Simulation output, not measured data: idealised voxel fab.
Documented hereafter: the process module known as voxel lift off.
The cross-section on display is named cut; it measures 295 nm wide, and its cells are 5 nm squares.
In this document a cross-section is written as a grid of square cells. It is given as a series of bands, listed from the top down, and a band is one or more rows of cells.
Within each band entry, the heights of the top and of the bottom of the band appear first, in that order and in nm; the materials of the band then follow from left to right, each with its corresponding width in nm. The designation "throughout" on a single material indicates that it fills the band from edge to edge; the designation "empty" indicates empty space.
The level at which height equals 0 is the one under which the wafer, as it arrives, is entirely one material. No lower edge exists for the bottom band, which continues downward and is notated as in "top 0, no bottom".
Note: "30 to 40" means the width goes from the first number (top row of the band) to the second number (bottom row) in equal steps per row of cells.
The designation "nothing different", where it is given for a processing step, indicates that no cell of the cross-section was altered in the course of that step.
Heads up: "Enclosed cavities" only lists the empty pockets with no open path to the top that are 8 cells or more, and it writes them as width x height at distance, distance from the left edge, in nm.
Heads up: the bit after the settings on a step's line is the simulator's remark on that step.
overlay nm: for a step with a mask, the amount by which the mask lay right of where it was planned; a negative amount means left of it.

-- Process steps (planned)
| 1 | op RECEIVE | material Si |
| 2 | op CONFORMAL_DEP | material SiN | thk nm 10 |
| 3 | op PATTERN | tone open | mask id LINES | material resist | width nm 20 | pitch nm 40 | thk nm 25 | overlay nm 0 |
| 4 | op DIRECTIONAL_DEP | material Ru | thk nm 15 |
| 5 | op STRIP | etch materials resist |
| 6 | op CONFORMAL_DEP | material SiN | thk nm 10 |

-- Cross-section: wafer on arrival = after step 1
top 0, no bottom  Si throughout
Enclosed cavities: none

-- Sectioned view, first of two wafers, at the close of the module, processed as intended in the plan
top 35, bottom 25  empty 105 nm, then SiN 80 nm, then empty 110 nm
top 25, bottom 20  empty 105 nm, then SiN 10 nm, then Ru 20 nm, then SiN 20 nm, then Ru 20 nm, then SiN 10 nm, then empty 110 nm
top 20, bottom 10  SiN 115 nm, then Ru 20 nm, then SiN 20 nm, then Ru 20 nm, then SiN 120 nm
top 10, bottom 0  SiN throughout
top 0, no bottom  Si throughout
Enclosed cavities: none

-- Module end: cross-section of wafer two of two. Same start and process plan as the first wafer. One mistake during execution
top 25, bottom 10  empty 115 nm, then Ru 20 nm, then empty 20 nm, then Ru 20 nm, then empty 120 nm
top 10, bottom 0  SiN throughout
top 0, no bottom  Si throughout
Enclosed cavities: none
Finding, execution versus plan: step 6 of the plan did not run at all; it was left out
Final cells, second wafer relative to first, materials higher or lower: SiN -142
